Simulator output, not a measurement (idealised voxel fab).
process module | voxel wiring stack
cross-section cut | 260 nm wide | cells 5 nm
A cross-section is a grid of square cells, given in bands from the top down. A band is one or more rows of cells.
Each band's line starts with the height of the band's top and of its bottom, in nm. Then come its materials from left to right, each with its width in nm. One material with "throughout" fills the band from edge to edge. "air" is empty space.
Height 0 is the level under which the wafer as received is all one material. The lowest band goes on downwards, as in "0 down".
A width such as "30 to 40" changes by the same amount from each row of cells to the next, from the band's top row to its bottom row.
"no change" after a step means that no cell of the cross-section changed.
closed voids: empty space of 8 cells or more with no open way to the top, each as width x height at its distance from the left edge, in nm
after a step's settings: what the simulator itself notes on the step
overlay nm, on a step with a mask: how far to the right of its planned place the mask lay; to the left if negative
plan
1 op RECEIVE | material Si
2 op CONFORMAL_DEP | material SiO2 | thk nm 15
3 op DIRECTIONAL_DEP | material TiN | thk nm 5
4 op DIRECTIONAL_DEP | material W | thk nm 20
5 op PATTERN | tone cover | mask id METAL_1 | material resist | width nm 20 | pitch nm 45 | thk nm 15 | overlay nm 0
6 op DIRECTIONAL_ETCH | etch materials W | depth nm 20
7 op DIRECTIONAL_ETCH | etch materials TiN | depth nm 5
8 op STRIP | etch materials resist
9 op FILL_DEP | material SiO2 | thk nm 10
10 op CMP | height nm 40
11 op CONFORMAL_DEP | material SiCN | thk nm 5
12 op DIRECTIONAL_DEP | material lowk | thk nm 30
13 op DIRECTIONAL_DEP | material aC | thk nm 10
14 op PATTERN | tone open | mask id METAL_2_HOLES | material resist | width nm 15 | pitch nm 90 | thk nm 30 | overlay nm 0
15 op DIRECTIONAL_ETCH | etch materials aC | depth nm 10
16 op STRIP | etch materials resist
17 op DIRECTIONAL_ETCH | etch materials lowk | depth nm 30
18 op STRIP | etch materials aC
19 op PATTERN | tone open | mask id METAL_2 | material resist | width nm 20 | pitch nm 45 | thk nm 15 | overlay nm 0
20 op DIRECTIONAL_ETCH | etch materials lowk | depth nm 20
21 op DIRECTIONAL_ETCH | etch materials SiCN | depth nm 5
22 op STRIP | etch materials resist
23 op CONFORMAL_DEP | material TiN | thk nm 5
24 op FILL_DEP | material Ru | thk nm 5
25 op CMP | height nm 75
26 op CONFORMAL_DEP | material SiCN | thk nm 5
27 op DIRECTIONAL_DEP | material lowk | thk nm 10
28 op DIRECTIONAL_DEP | material aC | thk nm 15
29 op PATTERN | tone open | mask id PLUG_2 | material resist | width nm 15 | pitch nm 45 | thk nm 30 | overlay nm 0
30 op DIRECTIONAL_ETCH | etch materials aC | depth nm 15
31 op STRIP | etch materials resist
32 op DIRECTIONAL_ETCH | etch materials lowk | depth nm 10
33 op DIRECTIONAL_ETCH | etch materials SiCN | depth nm 5
34 op STRIP | etch materials aC
35 op CONFORMAL_DEP | material TiN | thk nm 5
36 op FILL_DEP | material Ru | thk nm 10
37 op CMP | height nm 90
38 op DIRECTIONAL_DEP | material TiN | thk nm 5
39 op DIRECTIONAL_DEP | material W | thk nm 15
40 op PATTERN | tone cover | mask id METAL_3 | material resist | width nm 20 | pitch nm 45 | thk nm 15 | overlay nm 0
41 op DIRECTIONAL_ETCH | etch materials W | depth nm 15
42 op DIRECTIONAL_ETCH | etch materials TiN | depth nm 5
43 op STRIP | etch materials resist
44 op FILL_DEP | material lowk | thk nm 5
45 op CMP | height nm 110
46 op CONFORMAL_DEP | material SiN | thk nm 5
as received, after step 1
  0 down: Si throughout
  closed voids: none
first wafer at the end, as planned
  115 to 110: SiN throughout
  110 to 95: lowk 50 | W 20 | lowk 25 | W 20 | lowk 25 | W 20 | lowk 25 | W 20 | lowk 55
  95 to 90: lowk 50 | TiN 20 | lowk 25 | TiN 20 | lowk 25 | TiN 20 | lowk 25 | TiN 20 | lowk 55
  90 to 80: lowk 50 | TiN 5 | Ru 5 | TiN 5 | lowk 30 | TiN 5 | Ru 5 | TiN 5 | lowk 30 | TiN 5 | Ru 5 | TiN 5 | lowk 30 | TiN 5 | Ru 5 | TiN 5 | lowk 60
  80 to 75: SiCN 50 | TiN 15 | SiCN 30 | TiN 15 | SiCN 30 | TiN 15 | SiCN 30 | TiN 15 | SiCN 60
  75 to 60: lowk 50 | TiN 5 | Ru 10 | TiN 5 | lowk 25 | TiN 5 | Ru 10 | TiN 5 | lowk 25 | TiN 5 | Ru 10 | TiN 5 | lowk 25 | TiN 5 | Ru 10 | TiN 5 | lowk 55
  60 to 55: lowk 50 | TiN 5 | Ru 5 | TiN 10 | lowk 25 | TiN 20 | lowk 25 | TiN 5 | Ru 5 | TiN 10 | lowk 25 | TiN 20 | lowk 55
  55 to 45: lowk 50 | TiN 5 | Ru 5 | TiN 5 | lowk 75 | TiN 5 | Ru 5 | TiN 5 | lowk 105
  45 to 40: SiCN 50 | TiN 15 | SiCN 75 | TiN 15 | SiCN 105
  40 to 20: SiO2 50 | W 20 | SiO2 25 | W 20 | SiO2 25 | W 20 | SiO2 25 | W 20 | SiO2 55
  20 to 15: SiO2 50 | TiN 20 | SiO2 25 | TiN 20 | SiO2 25 | TiN 20 | SiO2 25 | TiN 20 | SiO2 55
  15 to 0: SiO2 throughout
  0 down: Si throughout
  closed voids: none
second wafer at the end: like start, like plan, one mistake
  115 to 110: SiN throughout
  110 to 95: lowk 50 | W 20 | lowk 25 | W 20 | lowk 25 | W 20 | lowk 25 | W 20 | lowk 55
  95 to 90: lowk 50 | TiN 20 | lowk 25 | TiN 20 | lowk 25 | TiN 20 | lowk 25 | TiN 20 | lowk 55
  90 to 80: lowk 45 | TiN 5 | Ru 15 | TiN 5 | lowk 20 | TiN 5 | Ru 15 | TiN 5 | lowk 20 | TiN 5 | Ru 15 | TiN 5 | lowk 20 | TiN 5 | Ru 15 | TiN 5 | lowk 55
  80 to 75: SiCN 45 | TiN 25 | SiCN 20 | TiN 25 | SiCN 20 | TiN 25 | SiCN 20 | TiN 25 | SiCN 55
  75 to 60: lowk 50 | TiN 5 | Ru 10 | TiN 5 | lowk 25 | TiN 5 | Ru 10 | TiN 5 | lowk 25 | TiN 5 | Ru 10 | TiN 5 | lowk 25 | TiN 5 | Ru 10 | TiN 5 | lowk 55
  60 to 55: lowk 50 | TiN 5 | Ru 5 | TiN 10 | lowk 25 | TiN 20 | lowk 25 | TiN 5 | Ru 5 | TiN 10 | lowk 25 | TiN 20 | lowk 55
  55 to 45: lowk 50 | TiN 5 | Ru 5 | TiN 5 | lowk 75 | TiN 5 | Ru 5 | TiN 5 | lowk 105
  45 to 40: SiCN 50 | TiN 15 | SiCN 75 | TiN 15 | SiCN 105
  40 to 20: SiO2 50 | W 20 | SiO2 25 | W 20 | SiO2 25 | W 20 | SiO2 25 | W 20 | SiO2 55
  20 to 15: SiO2 50 | TiN 20 | SiO2 25 | TiN 20 | SiO2 25 | TiN 20 | SiO2 25 | TiN 20 | SiO2 55
  15 to 0: SiO2 throughout
  0 down: Si throughout
  closed voids: none
what went wrong: step 29 ran as: op PATTERN | tone open | mask id PLUG_2 | material resist | width nm 25 | pitch nm 45 | thk nm 30 | overlay nm 0
at the end the second wafer has, in cells: 16 more of Ru | 8 fewer of SiCN | 8 more of TiN | 16 fewer of lowk
